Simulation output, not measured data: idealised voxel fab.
Herein follows the process module entitled voxel tone inversion.
Cross-sectional view cut (width: 210 nm; square cell size: 5 nm).
How to read a cross-section here: the picture is a grid of square cells, written as bands going from the top down, and any band can span one or more rows of cells.
The band entry comprises the height of the band's top followed by the height of its bottom, expressed in nm, and subsequently the band's materials from left to right, each stated together with its width in nm. Where a single material is marked with the word "everywhere", that material fills the band from edge to edge. The word "empty" represents empty space.
Height datum 0, below which the as-received substrate wafer is one material. Lowest band open at the bottom, running downward: "0 down".
Top row gets the first number, bottom row gets the second, and each row in between changes by the same step: that is how a band width like "30->40" works.
"remains unaltered" after a step means that no cell of the cross-section changed.
Entry "Non-vented voids" = empty spaces >= 8 cells with no open way to the top; each as width x height at distance, distance from left edge, all nm.
On a step's line, text after the settings is the simulator commenting on that step.
"overlay nm", when on a step's line for a step with a mask, measures how far to the right of its planned place the mask lay; a negative measure means to the left.
Process steps (planned):
step 1: RECEIVE, material Si
step 2: CONFORMAL_DEP, material SiN, thk nm 10
step 3: DIRECTIONAL_DEP, material aC, thk nm 25
step 4: PATTERN, tone cover, mask id POSTS, material resist, width nm 15, pitch nm 45, thk nm 30, overlay nm 0
step 5: DIRECTIONAL_ETCH, etch materials aC, depth nm 25
step 6: STRIP, etch materials resist
step 7: FILL_DEP, material lowk, thk nm 5
step 8: CMP, height nm 35
step 9: STRIP, etch materials aC
First wafer of two (run as planned):
Cross-sectional view of the wafer in its as-received condition, corresponding to the state after step 1:
	0 down = Si everywhere
	Non-vented voids: none
Cross-sectional representation of the wafer at the conclusion of step 2:
	10 to 0 = SiN everywhere
	Under 0: no change, same as before.
Cross-sectional representation of the wafer at the conclusion of step 3:
	35 to 10 = aC everywhere
	Under 10: no change, same as before.
Cross-sectional representation of the wafer at the conclusion of step 4:
	65 to 35 = empty: 75, then resist: 15, then empty: 30, then resist: 15, then empty: 75
	Under 35: no change, same as before.
Cross-sectional representation of the wafer at the conclusion of step 5:
	40 to 35 = empty: 75, then resist: 15, then empty: 30, then resist: 15, then empty: 75
	35 to 10 = empty: 75, then aC: 15, then empty: 30, then aC: 15, then empty: 75
	Under 10: no change, same as before.
Cross-sectional representation of the wafer at the conclusion of step 6:
	35 to 10 = empty: 75, then aC: 15, then empty: 30, then aC: 15, then empty: 75
	Under 10: no change, same as before.
Cross-sectional representation of the wafer at the conclusion of step 7:
	40 to 35 = lowk everywhere
	35 to 10 = lowk: 75, then aC: 15, then lowk: 30, then aC: 15, then lowk: 75
	Under 10: no change, same as before.
Cross-sectional representation of the wafer at the conclusion of step 8:
	35 to 10 = lowk: 75, then aC: 15, then lowk: 30, then aC: 15, then lowk: 75
	Under 10: no change, same as before.
Cross-sectional representation of the wafer at the conclusion of step 9:
	35 to 10 = lowk: 75, then empty: 15, then lowk: 30, then empty: 15, then lowk: 75
	Under 10: no change, same as before.
Regarding the second of the two wafers: it shared the first wafer's starting condition and process plan, yet one error occurred during its execution. Its history coincides with that of the first wafer up to and including step 3:
Cross-section of the second wafer at the time by which step 4 should have been completed according to the plan:
	65 to 35 = empty: 85, then resist: 15, then empty: 30, then resist: 15, then empty: 65
	Under 35: no change, same as before.
Cross-section of the second wafer at the time by which step 5 should have been completed according to the plan:
	40 to 35 = empty: 85, then resist: 15, then empty: 30, then resist: 15, then empty: 65
	35 to 10 = empty: 85, then aC: 15, then empty: 30, then aC: 15, then empty: 65
	Under 10: no change, same as before.
Cross-section of the second wafer at the time by which step 6 should have been completed according to the plan:
	35 to 10 = empty: 85, then aC: 15, then empty: 30, then aC: 15, then empty: 65
	Under 10: no change, same as before.
Cross-section of the second wafer at the time by which step 7 should have been completed according to the plan:
	40 to 35 = lowk everywhere
	35 to 10 = lowk: 85, then aC: 15, then lowk: 30, then aC: 15, then lowk: 65
	Under 10: no change, same as before.
Cross-section of the second wafer at the time by which step 8 should have been completed according to the plan:
	35 to 10 = lowk: 85, then aC: 15, then lowk: 30, then aC: 15, then lowk: 65
	Under 10: no change, same as before.
Cross-section of the second wafer at the time by which step 9 should have been completed according to the plan:
	35 to 10 = lowk: 85, then empty: 15, then lowk: 30, then empty: 15, then lowk: 65
	Under 10: no change, same as before.
Here's what went sideways: so step 4 ended up running with a different setting than we planned, it ran as PATTERN, tone cover, mask id POSTS, material resist, width nm 15, pitch nm 45, thk nm 30, overlay nm 10
The two final wafers agree on how many cells each material fills and disagree on which cells those are.
